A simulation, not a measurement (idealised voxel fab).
The document below concerns the process module designated voxel tone inversion.
Cross-section cut spans 180 nm and uses square cells 5 nm in size.
Cross-section format: a grid of square cells, given as bands from top to bottom; each band is one or more rows of cells.
Top, bottom (nm), then materials left to right with widths (nm); lone material tagged "throughout" fills the whole band edge to edge; "blank" = empty space.
Height is counted from the level 0, under which the received wafer is composed throughout of one material. The lowest of the bands is not closed at the bottom but continues downward, in the notation "from 0 down".
Width "30->40": first value at the band's top row of cells, second value at its bottom row, equal change from row to row.
What does "same as before" mean for a step? It means no cell of the cross-section changed in that step.
Under "Closed cavity list" you'll find the enclosed gaps, the ones with no way out to the top, that are 8 cells or bigger; each reads width x height at distance, with distance counted from the left edge, everything in nm.
If you see something after the settings on a step's line, that's the simulator's own remark about that step.
"overlay nm" on a masked step: distance the mask lay right of its planned place, negative for left.
-- Planned step list for the process
1) RECEIVE with material Si
2) CONFORMAL_DEP with material SiCN, thk nm 5
3) DIRECTIONAL_DEP with material aC, thk nm 15
4) PATTERN with tone cover, mask id POSTS, material resist, width nm 15, pitch nm 35, thk nm 20, overlay nm 0
5) DIRECTIONAL_ETCH with etch materials aC, depth nm 15
6) STRIP with etch materials resist
7) FILL_DEP with material SiO2, thk nm 10
8) CMP with height nm 20
9) STRIP with etch materials aC
10) CONFORMAL_DEP with material TiN, thk nm 5
11) FILL_DEP with material Ru, thk nm 5
12) CMP with height nm 20
13) CONFORMAL_DEP with material SiCN, thk nm 5
-- Wafer, first of two, run as planned
-- Incoming wafer in cross-section (state: after step 1)
	from 0 down | Si throughout
	Closed cavity list: none
-- You're looking at a cross-section of the wafer after step 2
	from 5 to 0 | SiCN throughout
	No changes below 0.
-- You're looking at a cross-section of the wafer after step 3
	from 20 to 5 | aC throughout
	No changes below 5.
-- You're looking at a cross-section of the wafer after step 4
	from 40 to 20 | blank (45), then resist (15), then blank (20), then resist (15), then blank (20), then resist (15), then blank (50)
	No changes below 20.
-- You're looking at a cross-section of the wafer after step 5
	from 25 to 20 | blank (45), then resist (15), then blank (20), then resist (15), then blank (20), then resist (15), then blank (50)
	from 20 to 5 | blank (45), then aC (15), then blank (20), then aC (15), then blank (20), then aC (15), then blank (50)
	No changes below 5.
-- You're looking at a cross-section of the wafer after step 6
	from 20 to 5 | blank (45), then aC (15), then blank (20), then aC (15), then blank (20), then aC (15), then blank (50)
	No changes below 5.
-- You're looking at a cross-section of the wafer after step 7
	from 30 to 20 | SiO2 throughout
	from 20 to 5 | SiO2 (45), then aC (15), then SiO2 (20), then aC (15), then SiO2 (20), then aC (15), then SiO2 (50)
	No changes below 5.
-- You're looking at a cross-section of the wafer after step 8
	from 20 to 5 | SiO2 (45), then aC (15), then SiO2 (20), then aC (15), then SiO2 (20), then aC (15), then SiO2 (50)
	No changes below 5.
-- You're looking at a cross-section of the wafer after step 9
	from 20 to 5 | SiO2 (45), then blank (15), then SiO2 (20), then blank (15), then SiO2 (20), then blank (15), then SiO2 (50)
	No changes below 5.
-- You're looking at a cross-section of the wafer after step 10
	from 25 to 20 | TiN (50), then blank (5), then TiN (30), then blank (5), then TiN (30), then blank (5), then TiN (55)
	from 20 to 10 | SiO2 (45), then TiN (5), then blank (5), then TiN (5), then SiO2 (20), then TiN (5), then blank (5), then TiN (5), then SiO2 (20), then TiN (5), then blank (5), then TiN (5), then SiO2 (50)
	from 10 to 5 | SiO2 (45), then TiN (15), then SiO2 (20), then TiN (15), then SiO2 (20), then TiN (15), then SiO2 (50)
	No changes below 5.
-- You're looking at a cross-section of the wafer after step 11
	from 30 to 25 | Ru throughout
	from 25 to 20 | TiN (50), then Ru (5), then TiN (30), then Ru (5), then TiN (30), then Ru (5), then TiN (55)
	from 20 to 10 | SiO2 (45), then TiN (5), then Ru (5), then TiN (5), then SiO2 (20), then TiN (5), then Ru (5), then TiN (5), then SiO2 (20), then TiN (5), then Ru (5), then TiN (5), then SiO2 (50)
	No changes below 10.
-- You're looking at a cross-section of the wafer after step 12
	from 20 to 10 | SiO2 (45), then TiN (5), then Ru (5), then TiN (5), then SiO2 (20), then TiN (5), then Ru (5), then TiN (5), then SiO2 (20), then TiN (5), then Ru (5), then TiN (5), then SiO2 (50)
	No changes below 10.
-- You're looking at a cross-section of the wafer after step 13
	from 25 to 20 | SiCN throughout
	No changes below 20.
-- The second wafer began exactly as the first did and followed the same plan, but one mistake was made while running it; through step 3 inclusive, the two wafers are identical
-- Look at the second wafer in cross-section at the time step 4 ought to have finished
	from 40 to 20 | resist (45), then blank (15), then resist (20), then blank (15), then resist (20), then blank (15), then resist (50)
	No changes below 20.
-- Look at the second wafer in cross-section at the time step 5 ought to have finished
	from 25 to 20 | resist (45), then blank (15), then resist (20), then blank (15), then resist (20), then blank (15), then resist (50)
	from 20 to 5 | aC (45), then blank (15), then aC (20), then blank (15), then aC (20), then blank (15), then aC (50)
	No changes below 5.
-- Look at the second wafer in cross-section at the time step 6 ought to have finished
	from 20 to 5 | aC (45), then blank (15), then aC (20), then blank (15), then aC (20), then blank (15), then aC (50)
	No changes below 5.
-- Look at the second wafer in cross-section at the time step 7 ought to have finished
	from 30 to 20 | SiO2 throughout
	from 20 to 5 | aC (45), then SiO2 (15), then aC (20), then SiO2 (15), then aC (20), then SiO2 (15), then aC (50)
	No changes below 5.
-- Look at the second wafer in cross-section at the time step 8 ought to have finished
	from 20 to 5 | aC (45), then SiO2 (15), then aC (20), then SiO2 (15), then aC (20), then SiO2 (15), then aC (50)
	No changes below 5.
-- Look at the second wafer in cross-section at the time step 9 ought to have finished
	from 20 to 5 | blank (45), then SiO2 (15), then blank (20), then SiO2 (15), then blank (20), then SiO2 (15), then blank (50)
	No changes below 5.
-- Look at the second wafer in cross-section at the time step 10 ought to have finished
	from 25 to 20 | blank (40), then TiN (25), then blank (10), then TiN (25), then blank (10), then TiN (25), then blank (45)
	from 20 to 10 | blank (40), then TiN (5), then SiO2 (15), then TiN (5), then blank (10), then TiN (5), then SiO2 (15), then TiN (5), then blank (10), then TiN (5), then SiO2 (15), then TiN (5), then blank (45)
	from 10 to 5 | TiN (45), then SiO2 (15), then TiN (20), then SiO2 (15), then TiN (20), then SiO2 (15), then TiN (50)
	No changes below 5.
-- Look at the second wafer in cross-section at the time step 11 ought to have finished
	from 30 to 25 | Ru throughout
	from 25 to 20 | Ru (40), then TiN (25), then Ru (10), then TiN (25), then Ru (10), then TiN (25), then Ru (45)
	from 20 to 10 | Ru (40), then TiN (5), then SiO2 (15), then TiN (5), then Ru (10), then TiN (5), then SiO2 (15), then TiN (5), then Ru (10), then TiN (5), then SiO2 (15), then TiN (5), then Ru (45)
	No changes below 10.
-- Look at the second wafer in cross-section at the time step 12 ought to have finished
	from 20 to 10 | Ru (40), then TiN (5), then SiO2 (15), then TiN (5), then Ru (10), then TiN (5), then SiO2 (15), then TiN (5), then Ru (10), then TiN (5), then SiO2 (15), then TiN (5), then Ru (45)
	No changes below 10.
-- Look at the second wafer in cross-section at the time step 13 ought to have finished
	from 25 to 20 | SiCN throughout
	No changes below 20.
The plan and the run diverged here: it should be noted that step 4 was executed with settings other than those planned, the operation and settings actually applied being PATTERN with tone open, mask id POSTS, material resist, width nm 15, pitch nm 35, thk nm 20, overlay nm 0
Cell-count delta at end, second wafer over first, by material: 36 more of Ru, 54 fewer of SiO2, 18 more of TiN
